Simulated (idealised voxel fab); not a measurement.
Process module under the name voxel transistor to metal
For reference, the cross-section in this document is cut, with width 180 nm and square cells of 5 nm.
Cross-section, as written here: a square-cell grid given band by band from the top down, where a band holds one or more rows of cells.
Read a band's entry like this: the first values are the height of its top and the height of its bottom in nm, and what follows is the sequence of materials from left to right, each with its width in nm. Note that "empty" is empty space, and that a single material marked "full width" reaches across the band from edge to edge.
It should be noted that heights are counted from 0, beneath which the wafer as supplied is of one material throughout, and that the lowest band possesses no lower boundary but continues downward, as written in "0 down".
So if you see something like "30->40" for the width, read it as the top row of the band sitting at the first number and the bottom row at the second, with every row in between moving by the same amount as the last.
Step note "stayed the same" = no cross-section cell changed.
Empty spaces counting at least 8 cells and having no open way to the top are listed in "Voids, enclosed". The notation width x height at distance is used for each, the distance being from the left edge and all three values in nm.
Where a step's line continues beyond its settings, the continuation is a remark by the simulator itself on that step.
Steps that use a mask can have "overlay nm" on their line. It says how far the mask sat to the right of where it was meant to be. Negative means to the left.

The process steps that were planned are listed below:
1) RECEIVE (material Si)
2) OXIDIZE (depth nm 5)
3) CONFORMAL_DEP (material SiN; thk nm 15)
4) DIRECTIONAL_DEP (material aC; thk nm 10)
5) PATTERN (tone cover; mask id ACTIVE; material resist; width nm 110; thk nm 30; overlay nm 0)
6) DIRECTIONAL_ETCH (etch materials aC; depth nm 10)
7) STRIP (etch materials resist)
8) DIRECTIONAL_ETCH (etch materials SiN; depth nm 15)
9) DIRECTIONAL_ETCH (etch materials SiO2; depth nm 5)
10) DIRECTIONAL_ETCH (etch materials Si; depth nm 30)
11) STRIP (etch materials aC)
12) FILL_DEP (material SiO2; thk nm 5)
13) CMP (height nm 15)
14) SELECTIVE_ETCH (etch materials SiO2; depth nm 10)
15) STRIP (etch materials SiN)
16) SELECTIVE_ETCH (etch materials SiO2; depth nm 5)
17) OXIDIZE (depth nm 5)
18) DIRECTIONAL_DEP (material polySi; thk nm 20)
19) DIRECTIONAL_DEP (material SiCN; thk nm 15)
20) PATTERN (tone cover; mask id GATE; material resist; width nm 30; thk nm 15; overlay nm 0)
21) DIRECTIONAL_ETCH (etch materials SiCN; depth nm 25)
22) DIRECTIONAL_ETCH (etch materials polySi; depth nm 30)
23) STRIP (etch materials resist)
24) CONFORMAL_DEP (material SiO2; thk nm 5)
25) DIRECTIONAL_ETCH (etch materials SiO2; depth nm 5)
26) CONFORMAL_DEP (material SiN; thk nm 5)
27) DIRECTIONAL_ETCH (etch materials SiN; depth nm 5)
28) DIRECTIONAL_ETCH (etch materials SiO2; depth nm 5)
29) EPI (material nSi; thk nm 5)
30) FILL_DEP (material SiO2; thk nm 10)
31) CMP (height nm 15)
32) STRIP (etch materials polySi)
33) SELECTIVE_ETCH (etch materials SiO2; depth nm 5)
34) CONFORMAL_DEP (material HfO2; thk nm 5)
35) CONFORMAL_DEP (material TiN; thk nm 5)
36) FILL_DEP (material W; thk nm 10)
37) CMP (height nm 10)
38) DIRECTIONAL_DEP (material SiO2; thk nm 10)
39) PATTERN (tone open; mask id CONTACT; material resist; width nm 20; pitch nm 80; thk nm 15; overlay nm 0)
40) DIRECTIONAL_ETCH (etch materials SiO2; depth nm 25)
41) STRIP (etch materials resist)
42) CONFORMAL_DEP (material TiN; thk nm 5)
43) FILL_DEP (material W; thk nm 10)
44) CMP (height nm 20)
45) DIRECTIONAL_DEP (material TiN; thk nm 5)
46) DIRECTIONAL_DEP (material W; thk nm 20)
47) DIRECTIONAL_DEP (material aC; thk nm 10)
48) PATTERN (tone cover; mask id METAL_1; material resist; width nm 20; pitch nm 80; thk nm 25; overlay nm 0)
49) DIRECTIONAL_ETCH (etch materials aC; depth nm 10)
50) STRIP (etch materials resist)
51) DIRECTIONAL_ETCH (etch materials W; depth nm 20)
52) DIRECTIONAL_ETCH (etch materials TiN; depth nm 5)
53) STRIP (etch materials aC)
54) FILL_DEP (material SiO2; thk nm 10)
55) CMP (height nm 45)
56) CONFORMAL_DEP (material SiCN; thk nm 5)
57) DIRECTIONAL_DEP (material lowk; thk nm 35)
58) MASKED_ETCH (tone open; mask id METAL_2; width nm 20; pitch nm 80; etch materials lowk; depth nm 20; overlay nm 0)
59) PATTERN (tone open; mask id METAL_2_HOLES; material resist; width nm 15; pitch nm 80; thk nm 20; overlay nm 0)
60) DIRECTIONAL_ETCH (etch materials lowk; depth nm 15)
61) DIRECTIONAL_ETCH (etch materials SiCN; depth nm 5)
62) STRIP (etch materials resist)
63) CONFORMAL_DEP (material TiN; thk nm 5)
64) FILL_DEP (material Cu; thk nm 5)
65) CMP (height nm 85)
66) CONFORMAL_DEP (material SiCN; thk nm 5)

Wafer as received: cross-section following step 1:
0 down: Si full width
Voids, enclosed: none

Cross-section, end of module. Start: as above. Plan: as above. Execution: one mistake:
90 to 85: SiCN full width
85 to 70: 40 of lowk; 5 of TiN; 10 of Cu; 5 of TiN; 60 of lowk; 5 of TiN; 10 of Cu; 5 of TiN; 40 of lowk
70 to 65: 40 of lowk; 5 of TiN; 5 of Cu; 10 of TiN; 60 of lowk; 5 of TiN; 5 of Cu; 10 of TiN; 40 of lowk
65 to 50: 40 of lowk; 5 of TiN; 5 of Cu; 5 of TiN; 65 of lowk; 5 of TiN; 5 of Cu; 5 of TiN; 45 of lowk
50 to 45: 40 of SiCN; 15 of TiN; 65 of SiCN; 15 of TiN; 45 of SiCN
45 to 25: 40 of SiO2; 20 of W; 60 of SiO2; 20 of W; 40 of SiO2
25 to 20: 40 of SiO2; 20 of TiN; 60 of SiO2; 20 of TiN; 40 of SiO2
20 to 10: 30 of SiO2; 5 of TiN; 10 of W; 5 of TiN; 60 of SiO2; 5->10 of TiN; 10->5 of W; 5 of TiN; 50 of SiO2
10 to 5: 30 of SiO2; 5 of TiN; 10 of W; 5 of TiN; 15 of SiO2; 5 of SiN; 5 of HfO2; 5 of TiN; 20 of W; 5 of TiN; 5 of HfO2; 5 of SiN; 5 of TiN; 5 of W; 5 of TiN; 50 of SiO2
5 to 0: 30 of SiO2; 20 of TiN; 15 of SiO2; 5 of SiN; 5 of HfO2; 5 of TiN; 20 of W; 5 of TiN; 5 of HfO2; 5 of SiN; 5 of TiN; 5 of W; 5 of TiN; 50 of SiO2
0 to -5: 30 of SiO2; 5 of TiN; 5 of SiN; 10 of TiN; 15 of SiO2; 5 of SiN; 5 of HfO2; 30 of TiN; 5 of HfO2; 5 of SiN; 15 of TiN; 10 of SiO2; 5 of SiN; 35 of SiO2
-5 to -10: 40 of SiO2; 25 of nSi; 5 of SiO2; 40 of HfO2; 5 of SiO2; 25 of nSi; 40 of SiO2
-10 to -35: 35 of SiO2; 110 of Si; 35 of SiO2
-35 down: Si full width
Voids, enclosed: none
It is concluded that the wafer was processed incorrectly with respect to the plan, in that step 39 went in with a setting other than planned; the actual run was PATTERN (tone open; mask id CONTACT; material resist; width nm 20; pitch nm 80; thk nm 15; overlay nm -10)
